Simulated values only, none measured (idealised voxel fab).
Process module under the name voxel transistor to metal
Xsec cut, 160 nm wide, square cell size 5 nm.
When this document writes out a cross-section, it uses a grid of square cells and lists it as bands, beginning at the top and moving down, with a band standing for one or more rows of cells. Per band: top height and bottom height in nm, followed by the left-to-right materials and their widths in nm; "throughout" marks a single material spanning edge to edge, "blank" marks empty space. A quick word on heights: they are counted from 0, and under that level the wafer as it came to us is one material throughout. The lowest band is different from the rest in having no bottom; it simply continues downward, written as in "0 nm and below". The two numbers in a width such as "30..40" mark its ends across the band: the first belongs to the top row of cells, the second to the bottom row, and from each row to the next the width moves by the same amount. "remained the same" means the step left every cell of the cross-section as it was. This entry, "Encapsulated voids", enumerates those empty regions of no fewer than 8 cells that possess no open connection to the top. Each region is reported in the form width x height at distance, the distance being taken from the left edge, with all three quantities expressed in nm. Anything after a step's settings on that line? It's the simulator's own note about the step. On any step carrying a mask, the "overlay nm" setting, if present on the step's line, tells how far right of its planned place the mask lay; negative values point to the left.

Planned step list for the process
1. RECEIVE: material Si
2. OXIDIZE: depth nm 5
3. CONFORMAL_DEP: material SiN, thk nm 15
4. DIRECTIONAL_DEP: material aC, thk nm 10
5. PATTERN: tone cover, mask id ACTIVE, material resist, width nm 125, thk nm 25, overlay nm 0
6. DIRECTIONAL_ETCH: etch materials aC, depth nm 10
7. STRIP: etch materials resist
8. DIRECTIONAL_ETCH: etch materials SiN, depth nm 15
9. DIRECTIONAL_ETCH: etch materials SiO2, depth nm 5
10. DIRECTIONAL_ETCH: etch materials Si, depth nm 20
11. STRIP: etch materials aC
12. FILL_DEP: material SiO2, thk nm 5
13. CMP: height nm 15
14. SELECTIVE_ETCH: etch materials SiO2, depth nm 15
15. STRIP: etch materials SiN
16. SELECTIVE_ETCH: etch materials SiO2, depth nm 5
17. OXIDIZE: depth nm 5
18. DIRECTIONAL_DEP: material polySi, thk nm 25
19. DIRECTIONAL_DEP: material SiCN, thk nm 15
20. MASKED_ETCH: tone cover, mask id GATE, width nm 35, etch materials SiCN, depth nm 25, overlay nm 0
21. MASKED_ETCH: tone cover, mask id GATE, width nm 35, etch materials polySi, depth nm 35, overlay nm 0
22. CONFORMAL_DEP: material SiN, thk nm 5
23. DIRECTIONAL_ETCH: etch materials SiN, depth nm 5
24. DIRECTIONAL_ETCH: etch materials SiO2, depth nm 5
25. DIRECTIONAL_ETCH: etch materials Si, depth nm 15
26. EPI: material pSi, thk nm 20
27. FILL_DEP: material SiO2, thk nm 10
28. CMP: height nm 20
29. STRIP: etch materials polySi
30. SELECTIVE_ETCH: etch materials SiO2, depth nm 5
31. CONFORMAL_DEP: material HfO2, thk nm 5
32. CONFORMAL_DEP: material TiN, thk nm 5
33. FILL_DEP: material W, thk nm 5
34. CMP: height nm 15
35. DIRECTIONAL_DEP: material SiO2, thk nm 10
36. DIRECTIONAL_DEP: material aC, thk nm 10
37. PATTERN: tone open, mask id CONTACT, material resist, width nm 20, pitch nm 95, thk nm 25, overlay nm 0
38. DIRECTIONAL_ETCH: etch materials aC, depth nm 10
39. STRIP: etch materials resist
40. DIRECTIONAL_ETCH: etch materials SiO2, depth nm 30
41. STRIP: etch materials aC
42. CONFORMAL_DEP: material TiN, thk nm 5
43. FILL_DEP: material Ru, thk nm 5
44. CMP: height nm 25
45. DIRECTIONAL_DEP: material TiN, thk nm 5
46. DIRECTIONAL_DEP: material W, thk nm 20
47. MASKED_ETCH: tone cover, mask id METAL_1, width nm 20, pitch nm 95, etch materials W, depth nm 20, overlay nm 0
48. MASKED_ETCH: tone cover, mask id METAL_1, width nm 20, pitch nm 95, etch materials TiN, depth nm 5, overlay nm 0
49. CONFORMAL_DEP: material SiCN, thk nm 5
50. FILL_DEP: material lowk, thk nm 10
51. CMP: height nm 50
52. CONFORMAL_DEP: material SiN, thk nm 5

Incoming wafer, cross-sectional view, post step 1
- 0 nm and below: Si throughout
- Encapsulated voids: none

First of two wafers, end-of-module section, run followed plan
- 55 nm to 50 nm: SiN throughout
- 50 nm to 30 nm: lowk=15 | SiCN=5 | W=20 | SiCN=5 | lowk=65 | SiCN=5 | W=20 | SiCN=5 | lowk=20
- 30 nm to 25 nm: SiCN=20 | TiN=20 | SiCN=75 | TiN=20 | SiCN=25
- 25 nm to 15 nm: SiO2=20 | TiN=5 | Ru=10 | TiN=5 | SiO2=75 | TiN=5 | Ru=10 | TiN=5 | SiO2=25
- 15 nm to 10 nm: SiO2=20 | TiN=5 | Ru=5 | TiN=10 | SiO2=15 | SiN=5 | HfO2=5 | TiN=5 | W=15 | TiN=5 | HfO2=5 | SiN=5 | SiO2=15 | TiN=10 | Ru=5 | TiN=5 | SiO2=25
- 10 nm to 0 nm: SiO2=20 | TiN=5 | Ru=5 | TiN=5 | pSi=20 | SiN=5 | HfO2=5 | TiN=5 | W=15 | TiN=5 | HfO2=5 | SiN=5 | pSi=20 | TiN=5 | Ru=5 | TiN=5 | SiO2=25
- 0 nm to -5 nm: SiO2=20 | TiN=15 | pSi=20 | SiN=5 | HfO2=5 | TiN=25 | HfO2=5 | SiN=5 | pSi=20 | TiN=15 | SiO2=25
- -5 nm to -10 nm: SiO2=10 | pSi=45 | HfO2=45 | pSi=45 | SiO2=15
- -10 nm to -25 nm: SiO2=15 | pSi=40 | Si=45 | pSi=40 | SiO2=20
- -25 nm and below: Si throughout
- Encapsulated voids: none

Here is the second of the two wafers cut open at the end of the module - same start, same plan as the first one, but we made one mistake running it
- 55 nm to 50 nm: SiN throughout
- 50 nm to 30 nm: lowk=15 | SiCN=5 | W=20 | SiCN=5 | lowk=65 | SiCN=5 | W=20 | SiCN=5 | lowk=20
- 30 nm to 25 nm: SiCN=20 | TiN=20 | SiCN=75 | TiN=20 | SiCN=25
- 25 nm to 15 nm: SiO2=20 | TiN=5 | Ru=10 | TiN=5 | SiO2=75 | TiN=5 | Ru=10 | TiN=5 | SiO2=25
- 15 nm to 10 nm: SiO2=20 | TiN=5 | Ru=5 | TiN=10 | SiO2=15 | SiN=5 | HfO2=5 | TiN=5 | W=15 | TiN=5 | HfO2=5 | SiN=5 | SiO2=15 | TiN=10 | Ru=5 | TiN=5 | SiO2=25
- 10 nm to 0 nm: SiO2=20 | TiN=5 | Ru=5 | TiN=5 | pSi=20 | SiN=5 | HfO2=5 | TiN=5 | W=15 | TiN=5 | HfO2=5 | SiN=5 | pSi=20 | TiN=5 | Ru=5 | TiN=5 | SiO2=25
- 0 nm to -5 nm: SiO2=20 | TiN=15 | pSi=20 | SiN=5 | HfO2=5 | TiN=25 | HfO2=5 | SiN=5 | pSi=20 | TiN=15 | SiO2=25
- -5 nm to -10 nm: SiO2=10 | pSi=45 | HfO2=45 | pSi=45 | SiO2=15
- -10 nm to -25 nm: SiO2=15 | pSi=40 | Si=45 | pSi=40 | SiO2=20
- -25 nm to -40 nm: Si=15 | pSi=40 | Si=45 | pSi=40 | Si=20
- -40 nm and below: Si throughout
- Encapsulated voids: none
Against the plan, the run slipped here: the plan had its step 25 run twice
Count the cells at the end and the second wafer has more or fewer of some materials than the first: 48 fewer of Si | 48 more of pSi
